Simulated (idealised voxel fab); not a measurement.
Module name: voxel self aligned contacts (process module)
Each square cell in cross-section cut measures 5 nm, and the section as a whole is 235 nm wide.
Cross-section spec: square-cell grid; bands listed top down; each band is one or more rows. First you get the band's top height and its bottom height, in nm, and then the materials it's made of, left to right, with each width in nm. If you see a single material with "everywhere", that one covers the band edge to edge. "empty" is empty space. Heights are measured from 0, the level below which the as-received wafer is all one material; the lowest band has no bottom and continues downward, written as in "0 down". It should be noted that a width expressed as "30..40" varies in equal increments from row to row of cells within the band, taking the value of the first number at the top row and that of the second number at the bottom row. "no modifications", as given for a step, is the statement that not any cell of the cross-section underwent a change during that step. "Enclosed cavities" - sealed voids, min. 8 cells, no opening to top; format: width x height at distance (distance from left edge; nm throughout). Anything after a step's settings on that line? It's the simulator's own note about the step. What "overlay nm" on a step's line means: if the step has a mask, that mask lay this far to the right of its planned place, or, when the value is negative, to the left.

Process steps foreseen in the plan
1: RECEIVE, material Si
2: OXIDIZE, depth nm 5
3: DIRECTIONAL_DEP, material polySi, thk nm 20
4: DIRECTIONAL_DEP, material SiN, thk nm 20
5: MASKED_ETCH, tone cover, mask id GATE, width nm 30, pitch nm 70, etch materials SiN, depth nm 20, overlay nm 0
6: MASKED_ETCH, tone cover, mask id GATE, width nm 30, pitch nm 70, etch materials polySi, depth nm 20, overlay nm 0
7: CONFORMAL_DEP, material SiN, thk nm 10
8: DIRECTIONAL_ETCH, etch materials SiN, depth nm 10
9: FILL_DEP, material SiO2, thk nm 10
10: CMP, height nm 45
11: DIRECTIONAL_DEP, material aC, thk nm 10
12: PATTERN, tone open, mask id CONTACT, material resist, width nm 50, thk nm 30, overlay nm 0
13: DIRECTIONAL_ETCH, etch materials aC, depth nm 10
14: STRIP, etch materials resist
15: DIRECTIONAL_ETCH, etch materials SiO2, depth nm 50
16: STRIP, etch materials aC
17: CONFORMAL_DEP, material TiN, thk nm 5
18: FILL_DEP, material Ru, thk nm 10
19: CMP, height nm 45
20: CONFORMAL_DEP, material SiN, thk nm 5

As-received state of the wafer in cross-section, equivalent to post-step 1
  0 down: Si everywhere
  Enclosed cavities: none

First of two wafers: cross-section at end of module, run per plan
  50 to 45: SiN everywhere
  45 to 40: SiO2: 90; TiN: 20; Ru: 10; TiN: 20; SiO2: 95
  40 to 20: SiO2: 55; SiN: 50; TiN: 5; Ru: 10; TiN: 5; SiN: 50; SiO2: 60
  20 to 0: SiO2: 55; SiN: 10; polySi: 30; SiN: 10; TiN: 5; Ru: 10; TiN: 5; SiN: 10; polySi: 30; SiN: 10; SiO2: 60
  0 to -5: SiO2: 105; TiN: 20; SiO2: 110
  -5 down: Si everywhere
  Enclosed cavities: none

second wafer at the end: like start, like plan, one mistake
  50 to 45: SiN everywhere
  45 to 40: SiO2: 90; TiN: 20; Ru: 10; TiN: 20; SiO2: 95
  40 to 25: SiO2: 55; SiN: 50; TiN: 5; Ru: 10; TiN: 5; SiN: 50; SiO2: 60
  25 to 20: SiO2: 55; SiN: 50; TiN: 20; SiN: 50; SiO2: 60
  20 to 0: SiO2: 50; SiN: 10; polySi: 40; SiN: 10; TiN: 10; SiN: 10; polySi: 40; SiN: 10; SiO2: 55
  0 to -5: SiO2: 110; TiN: 10; SiO2: 115
  -5 down: Si everywhere
  Enclosed cavities: none
In executing the process, a mistake was made relative to the plan: step 6 went in with a setting other than planned; the actual run was MASKED_ETCH, tone cover, mask id GATE, width nm 40, pitch nm 70, etch materials polySi, depth nm 20, overlay nm 0
Cell-count delta at end, second wafer over first, by material: -10 Ru | -6 SiO2 | +16 polySi
